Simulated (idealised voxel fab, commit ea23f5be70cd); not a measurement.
process module | voxel spacer lines
cross-section cut | 220 nm wide | cells 5 nm
A cross-section is a grid of square cells, given in bands from the top down. A band is one or more rows of cells.
Each band's line starts with the height of the band's top and of its bottom, in nm. Then come its materials from left to right, each with its width in nm. One material with "throughout" fills the band from edge to edge. "air" is empty space.
Height 0 is the level under which the wafer as received is all one material. The lowest band goes on downwards, as in "0 down".
A width such as "30 to 40" changes by the same amount from each row of cells to the next, from the band's top row to its bottom row.
"no change" after a step means that no cell of the cross-section changed.
closed voids: empty space of 8 cells or more with no open way to the top, each as width x height at its distance from the left edge, in nm
after a step's settings: what the simulator itself notes on the step
overlay nm, on a step with a mask: how far to the right of its planned place the mask lay; to the left if negative
plan
1 op RECEIVE | material Si
2 op CONFORMAL_DEP | material Al2O3 | thk nm 10
3 op DIRECTIONAL_DEP | material TiN | thk nm 15
4 op DIRECTIONAL_DEP | material aC | thk nm 30
5 op PATTERN | tone cover | mask id MANDREL | material resist | width nm 15 | pitch nm 80 | thk nm 40 | overlay nm 0
6 op DIRECTIONAL_ETCH | etch materials aC | depth nm 30
7 op STRIP | etch materials resist
8 op CONFORMAL_DEP | material SiN | thk nm 15
9 op DIRECTIONAL_ETCH | etch materials SiN | depth nm 15
10 op STRIP | etch materials aC
11 op DIRECTIONAL_ETCH | etch materials TiN | depth nm 15
12 op STRIP | etch materials SiN
13 op FILL_DEP | material SiO2 | thk nm 10
14 op CMP | height nm 25
varied across the wafers: width nm of step 5. The plan shows the first wafer's value. All wafers start alike
first wafer as received, after step 1
  0 down: Si throughout
  closed voids: none
each wafer at the end: cells of each material gained (+) or lost (-) since it was received, then its closed voids
width nm 15 | +88 Al2O3 | +78 SiO2 | +54 TiN | closed voids: none
width nm 20 | +88 Al2O3 | +78 SiO2 | +54 TiN | closed voids: none
width nm 25 | +88 Al2O3 | +78 SiO2 | +54 TiN | closed voids: none
width nm 30 | +88 Al2O3 | +78 SiO2 | +54 TiN | closed voids: none
